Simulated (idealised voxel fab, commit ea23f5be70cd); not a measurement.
Proc. module: voxel self aligned vias
It is cross-section cut that appears here, measuring 185 nm in width, its square cells being 5 nm in size.
A cross-section in this document is a grid of square cells, and it is written down as bands, the top band listed before the ones below it; a band is made up of one or more rows of cells.
Within each band entry, the heights of the top and of the bottom of the band appear first, in that order and in nm; the materials of the band then follow from left to right, each with its corresponding width in nm. The designation "full width" on a single material indicates that it fills the band from edge to edge; the designation "air" indicates empty space.
Height reference: 0 = level under which incoming wafer is all one material. Lowest band: no bottom, runs on downward, e.g. "0 nm and below".
The expression "30..40" gives the width at the extremes of the band, the first number at its top row of cells and the second at its bottom row, with the width changing by equal amounts from each row to the next in between.
Key: "nothing different" - step with no changed cell in the cross-section.
"Closed void table" - sealed voids, min. 8 cells, no opening to top; format: width x height at distance (distance from left edge; nm throughout).
Post-settings text on a step line: simulator's own remark regarding the step.
overlay nm: for a step with a mask, the amount by which the mask lay right of where it was planned; a negative amount means left of it.

-- plan
1 RECEIVE (material Si)
2 CONFORMAL_DEP (material SiO2; thk nm 15)
3 CONFORMAL_DEP (material SiCN; thk nm 5)
4 DIRECTIONAL_DEP (material SiO2; thk nm 30)
5 DIRECTIONAL_DEP (material aC; thk nm 10)
6 PATTERN (tone open; mask id LINES; material resist; width nm 25; pitch nm 50; thk nm 25; overlay nm 0)
7 DIRECTIONAL_ETCH (etch materials aC; depth nm 10)
8 STRIP (etch materials resist)
9 DIRECTIONAL_ETCH (etch materials SiO2; depth nm 30)
10 STRIP (etch materials aC)
11 CONFORMAL_DEP (material TiN; thk nm 5)
12 FILL_DEP (material W; thk nm 5)
13 CMP (height nm 50)
14 SELECTIVE_ETCH (etch materials W Ru TiN; depth nm 5)
15 FILL_DEP (material SiN; thk nm 10)
16 CMP (height nm 50)
17 DIRECTIONAL_DEP (material SiO2; thk nm 15)
18 MASKED_ETCH (tone open; mask id VIAS; width nm 35; etch materials SiO2; depth nm 15; overlay nm 0)
19 MASKED_ETCH (tone open; mask id VIAS; width nm 35; etch materials SiN; depth nm 5; overlay nm 0)
20 CONFORMAL_DEP (material TiN; thk nm 5)
21 FILL_DEP (material Cu; thk nm 10)
22 CMP (height nm 65)
23 CONFORMAL_DEP (material SiCN; thk nm 5)

-- Wafer at receipt (post step 1), cross-section
0 nm and below: Si full width
Closed void table: none

-- Cross-section, first of two wafers, end of module, run as planned
70 nm to 65 nm: SiCN full width
65 nm to 55 nm: SiO2 50 / TiN 5 / Cu 25 / TiN 5 / SiO2 100
55 nm to 50 nm: SiO2 50 / TiN 10 / Cu 15 / TiN 10 / SiO2 100
50 nm to 45 nm: SiO2 55 / TiN 25 / SiO2 25 / SiN 25 / SiO2 55
45 nm to 25 nm: SiO2 55 / TiN 5 / W 15 / TiN 5 / SiO2 25 / TiN 5 / W 15 / TiN 5 / SiO2 55
25 nm to 20 nm: SiO2 55 / TiN 25 / SiO2 25 / TiN 25 / SiO2 55
20 nm to 15 nm: SiCN full width
15 nm to 0 nm: SiO2 full width
0 nm and below: Si full width
Closed void table: none

-- Wafer two, end of module, cross-section. Same start, same plan as wafer one. One mistake in the run
70 nm to 65 nm: SiCN full width
65 nm to 55 nm: SiO2 50 / TiN 5 / Cu 25 / TiN 5 / SiO2 100
55 nm to 50 nm: SiO2 50 / TiN 10 / Cu 15 / TiN 10 / SiO2 100
50 nm to 45 nm: SiO2 55 / TiN 25 / SiO2 25 / SiN 25 / SiO2 55
45 nm to 40 nm: SiO2 55 / TiN 5 / W 15 / TiN 5 / SiO2 25 / TiN 5 / W 15 / TiN 5 / SiO2 55
40 nm to 35 nm: SiO2 55 / TiN 25 / SiO2 25 / TiN 25 / SiO2 55
35 nm to 30 nm: SiCN full width
30 nm to 0 nm: SiO2 full width
0 nm and below: Si full width
Closed void table: none
Processing error: heads up, step 2 of the plan got done twice
at the end the second wafer has, in cells: 30 more of SiO2; 12 fewer of TiN; 18 fewer of W
